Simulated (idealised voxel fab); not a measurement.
This section sets out a process module, namely voxel plated lines.
For reference, the cross-section in this document is cut, with width 215 nm and square cells of 5 nm.
In this document a cross-section is written as a grid of square cells. It is given as a series of bands, listed from the top down, and a band is one or more rows of cells.
The band entry comprises the height of the band's top followed by the height of its bottom, expressed in nm, and subsequently the band's materials from left to right, each stated together with its width in nm. Where a single material is marked with the word "edge to edge", that material fills the band from edge to edge. The word "empty" represents empty space.
Heights are measured from 0, the level below which the as-received wafer is all one material; the lowest band has no bottom and continues downward, written as in "0 -> down".
Width: "30->40" (first number = top row, second number = bottom row, same change from row to row of cells).
Reading "remains unaltered" for a step: not a cell of the cross-section changed in it.
Any empty space of 8 cells or more lacking an open way to the top shows up in "Unvented internal voids" as width x height at distance, distance from the left edge, in nm.
That trailing text on a step's line, after the settings, is the simulator's own remark on the step.
overlay nm: where the mask lay relative to plan, measured to the right, on steps with a mask; negatives go left.
-- This section lists the process steps that were planned
1: RECEIVE with material Si
2: CONFORMAL_DEP with material SiN, thk nm 10
3: DIRECTIONAL_DEP with material TiN, thk nm 5
4: PATTERN with tone open, mask id LINES, material resist, width nm 25, pitch nm 45, thk nm 40, overlay nm 0
5: EPI with material Ru, thk nm 10
6: EPI with material Ru, thk nm 10
7: EPI with material Ru, thk nm 10
8: STRIP with etch materials resist
9: DIRECTIONAL_ETCH with etch materials TiN, depth nm 5
10: CONFORMAL_DEP with material SiCN, thk nm 10
-- What follows covers the first of two wafers; it ran as planned
-- Received-state cross-section, reflecting completion of step 1
* 0 -> down | Si edge to edge
* Unvented internal voids: none
-- State of the wafer after step 2, shown in cross-section
* 10 -> 0 | SiN edge to edge
* Heights below 0 show no change.
-- State of the wafer after step 3, shown in cross-section
* 15 -> 10 | TiN edge to edge
* Heights below 10 show no change.
-- State of the wafer after step 4, shown in cross-section
* 55 -> 15 | 50 nm resist; 25 nm empty; 20 nm resist; 25 nm empty; 20 nm resist; 25 nm empty; 50 nm resist
* Heights below 15 show no change.
-- State of the wafer after step 5, shown in cross-section
* 55 -> 25 | 50 nm resist; 25 nm empty; 20 nm resist; 25 nm empty; 20 nm resist; 25 nm empty; 50 nm resist
* 25 -> 15 | 50 nm resist; 25 nm Ru; 20 nm resist; 25 nm Ru; 20 nm resist; 25 nm Ru; 50 nm resist
* Heights below 15 show no change.
-- State of the wafer after step 6, shown in cross-section
* 55 -> 35 | 50 nm resist; 25 nm empty; 20 nm resist; 25 nm empty; 20 nm resist; 25 nm empty; 50 nm resist
* 35 -> 15 | 50 nm resist; 25 nm Ru; 20 nm resist; 25 nm Ru; 20 nm resist; 25 nm Ru; 50 nm resist
* Heights below 15 show no change.
-- State of the wafer after step 7, shown in cross-section
* 55 -> 45 | 50 nm resist; 25 nm empty; 20 nm resist; 25 nm empty; 20 nm resist; 25 nm empty; 50 nm resist
* 45 -> 15 | 50 nm resist; 25 nm Ru; 20 nm resist; 25 nm Ru; 20 nm resist; 25 nm Ru; 50 nm resist
* Heights below 15 show no change.
-- State of the wafer after step 8, shown in cross-section
* 45 -> 15 | 50 nm empty; 25 nm Ru; 20 nm empty; 25 nm Ru; 20 nm empty; 25 nm Ru; 50 nm empty
* Heights below 15 show no change.
-- State of the wafer after step 9, shown in cross-section
* 45 -> 15 | 50 nm empty; 25 nm Ru; 20 nm empty; 25 nm Ru; 20 nm empty; 25 nm Ru; 50 nm empty
* 15 -> 10 | 50 nm empty; 25 nm TiN; 20 nm empty; 25 nm TiN; 20 nm empty; 25 nm TiN; 50 nm empty
* Heights below 10 show no change.
-- State of the wafer after step 10, shown in cross-section
* 55 -> 45 | 40 nm empty; 135 nm SiCN; 40 nm empty
* 45 -> 20 | 40 nm empty; 10 nm SiCN; 25 nm Ru; 20 nm SiCN; 25 nm Ru; 20 nm SiCN; 25 nm Ru; 10 nm SiCN; 40 nm empty
* 20 -> 15 | 50 nm SiCN; 25 nm Ru; 20 nm SiCN; 25 nm Ru; 20 nm SiCN; 25 nm Ru; 50 nm SiCN
* 15 -> 10 | 50 nm SiCN; 25 nm TiN; 20 nm SiCN; 25 nm TiN; 20 nm SiCN; 25 nm TiN; 50 nm SiCN
* Heights below 10 show no change.
-- What follows concerns the second wafer, which started out like the first and was meant to follow the very same plan; one mistake crept in when it was run, but everything up to and including step 9 is the same as for the first wafer
Second wafer: cross-section at the scheduled end of step 10: remains unaltered
So what did we get wrong on this run? it should be noted that step 10 of the plan was omitted and was not performed
It is noted that, at the conclusion of processing, the second wafer exhibits a higher or lower cell count for certain materials relative to the first: -170 SiCN
